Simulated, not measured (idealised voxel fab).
Process module, titled voxel spacer lines
The cross-section shown here is cut; it is 165 nm wide and divided into square cells measuring 5 nm on a side.
Cross-section layout: square cells on a grid; listed as bands, top to bottom; a band spans one or more cell rows.
Look at the band entry: it leads with the top's height and the bottom's height in nm. Then it lists the materials left to right, with a width in nm for each. The word "everywhere" on a single material says that material fills the band edge to edge. The word "air" is empty space.
Heads up on the height convention: 0 is the point under which the incoming wafer is all one material, and the lowest band has no bottom, it just keeps going down, like "0 -> down".
Width spec "30 to 40" -> top row of cells at first value, bottom row at second value, equal per-row change in between.
It should be understood that the words "remained unchanged", when stated for a given step, signify that the cross-section underwent no change in any of its cells during that step.
Each empty space that has no open way to the top and spans at least 8 cells appears under "Voids, enclosed" as width x height at distance, the distance counted from the left edge, all in nm.
Where a step's line continues beyond its settings, the continuation is a remark by the simulator itself on that step.
overlay nm: how far to the right of its planned place the mask lay on this masked step (negative: to the left).
[List of planned process steps]
1,RECEIVE | material Si
2,CONFORMAL_DEP | material Al2O3 | thk nm 5
3,DIRECTIONAL_DEP | material polySi | thk nm 10
4,DIRECTIONAL_DEP | material aC | thk nm 25
5,PATTERN | tone cover | mask id MANDREL | material resist | width nm 20 | pitch nm 70 | thk nm 35 | overlay nm 0
6,DIRECTIONAL_ETCH | etch materials aC | depth nm 25
7,STRIP | etch materials resist
8,CONFORMAL_DEP | material SiO2 | thk nm 15
9,DIRECTIONAL_ETCH | etch materials SiO2 | depth nm 15
10,STRIP | etch materials aC
11,DIRECTIONAL_ETCH | etch materials polySi | depth nm 20
12,STRIP | etch materials SiO2
What sets these wafers apart? The thk nm at step 3. They all start alike, and the plan carries the first wafer's value.
[Cross-section of the first of several received wafers, showing its state after step 1]
> 0 -> down | Si everywhere
> Voids, enclosed: none
[Below is a per-wafer table. In it, each row describes the wafer at the end of the module by giving, for each material, the number of cells gained (+) or lost (-) since the wafer was received, and after that the closed voids of the wafer]
thk nm 10 | +33 Al2O3 | +24 polySi | Voids, enclosed: none
thk nm 15 | +33 Al2O3 | +36 polySi | Voids, enclosed: none
thk nm 20 | +33 Al2O3 | +48 polySi | Voids, enclosed: none
thk nm 25 | +33 Al2O3 | +81 polySi | Voids, enclosed: none
thk nm 30 | +33 Al2O3 | +114 polySi | Voids, enclosed: none
thk nm 35 | +33 Al2O3 | +147 polySi | Voids, enclosed: none
